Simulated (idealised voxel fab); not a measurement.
Process module in this document: voxel wiring stack
Cross-section cut spans 240 nm and uses square cells 5 nm in size.
Heads up, the way a cross-section reads in here is a grid of square cells, handed over as bands from the top down, with every band being one or more rows of cells.
Heads up on the band format: heights come first, top then bottom, in nm. After that it's the materials left to right, each with its width in nm. A single material flagged "everywhere" fills the whole band edge to edge, and "air" means there's empty space there.
Measure heights from 0. That's the level where, below it, the as-received wafer is all one material. The lowest band is bottomless and extends downward; write it as in "top 0, no bottom".
Per-row width for "30 to 40": begins at first number (top row of band), ends at second number (bottom row), increment between rows held constant.
Where a step carries "no change", the cross-section came out of it unchanged, cell for cell.
Entry "Closed cavities" = empty spaces >= 8 cells with no open way to the top; each as width x height at distance, distance from left edge, all nm.
If you see something after the settings on a step's line, that's the simulator's own remark about that step.
overlay nm: where the mask lay relative to plan, measured to the right, on steps with a mask; negatives go left.
The process steps that were planned are listed below:
1 RECEIVE, material Si
2 CONFORMAL_DEP, material SiO2, thk nm 15
3 DIRECTIONAL_DEP, material TiN, thk nm 5
4 DIRECTIONAL_DEP, material Ru, thk nm 15
5 PATTERN, tone cover, mask id METAL_1, material resist, width nm 25, pitch nm 55, thk nm 15, overlay nm 0
6 DIRECTIONAL_ETCH, etch materials Ru, depth nm 15
7 DIRECTIONAL_ETCH, etch materials TiN, depth nm 5
8 STRIP, etch materials resist
9 CONFORMAL_DEP, material SiCN, thk nm 5
10 FILL_DEP, material lowk, thk nm 5
11 CMP, height nm 35
12 CONFORMAL_DEP, material SiCN, thk nm 5
13 DIRECTIONAL_DEP, material SiO2, thk nm 30
14 DIRECTIONAL_DEP, material aC, thk nm 10
15 PATTERN, tone open, mask id METAL_2_HOLES, material resist, width nm 15, pitch nm 55, thk nm 25, overlay nm 0
16 DIRECTIONAL_ETCH, etch materials aC, depth nm 10
17 STRIP, etch materials resist
18 DIRECTIONAL_ETCH, etch materials SiO2, depth nm 30
19 STRIP, etch materials aC
20 DIRECTIONAL_DEP, material aC, thk nm 15
21 PATTERN, tone open, mask id METAL_2, material resist, width nm 25, pitch nm 55, thk nm 35, overlay nm 0
22 DIRECTIONAL_ETCH, etch materials aC, depth nm 15
23 STRIP, etch materials resist
24 DIRECTIONAL_ETCH, etch materials SiO2, depth nm 15
25 DIRECTIONAL_ETCH, etch materials SiCN, depth nm 5
26 STRIP, etch materials aC
27 CONFORMAL_DEP, material TiN, thk nm 5
28 FILL_DEP, material Ru, thk nm 5
29 CMP, height nm 70
30 CONFORMAL_DEP, material SiCN, thk nm 5
Cross-sectional view of the wafer in its as-received condition, corresponding to the state after step 1:
- top 0, no bottom | Si everywhere
- Closed cavities: none
End state of the module in cross-section, given the above starting point and plan and one mistake in execution:
- top 75, bottom 70 | SiCN everywhere
- top 70, bottom 60 | SiO2 (50)  TiN (5)  Ru (15)  TiN (5)  SiO2 (30)  TiN (5)  Ru (15)  TiN (5)  SiO2 (30)  TiN (5)  Ru (15)  TiN (5)  SiO2 (55)
- top 60, bottom 55 | SiO2 (50)  TiN (5)  Ru (5)  TiN (15)  SiO2 (30)  TiN (5)  Ru (5)  TiN (15)  SiO2 (30)  TiN (5)  Ru (5)  TiN (15)  SiO2 (55)
- top 55, bottom 40 | SiO2 (50)  TiN (5)  Ru (5)  TiN (5)  SiO2 (40)  TiN (5)  Ru (5)  TiN (5)  SiO2 (40)  TiN (5)  Ru (5)  TiN (5)  SiO2 (65)
- top 40, bottom 35 | SiCN (50)  TiN (15)  SiCN (40)  TiN (15)  SiCN (40)  TiN (15)  SiCN (65)
- top 35, bottom 20 | lowk (45)  SiO2 (5)  Ru (25)  SiO2 (5)  lowk (20)  SiO2 (5)  Ru (25)  SiO2 (5)  lowk (20)  SiO2 (5)  Ru (25)  SiO2 (5)  lowk (50)
- top 20, bottom 15 | SiO2 (50)  TiN (25)  SiO2 (30)  TiN (25)  SiO2 (30)  TiN (25)  SiO2 (55)
- top 15, bottom 0 | SiO2 everywhere
- top 0, no bottom | Si everywhere
- Closed cavities: none
Heads up, the wafer didn't run the way we planned it: step 9 did not happen as planned, as run it was CONFORMAL_DEP, material SiO2, thk nm 5
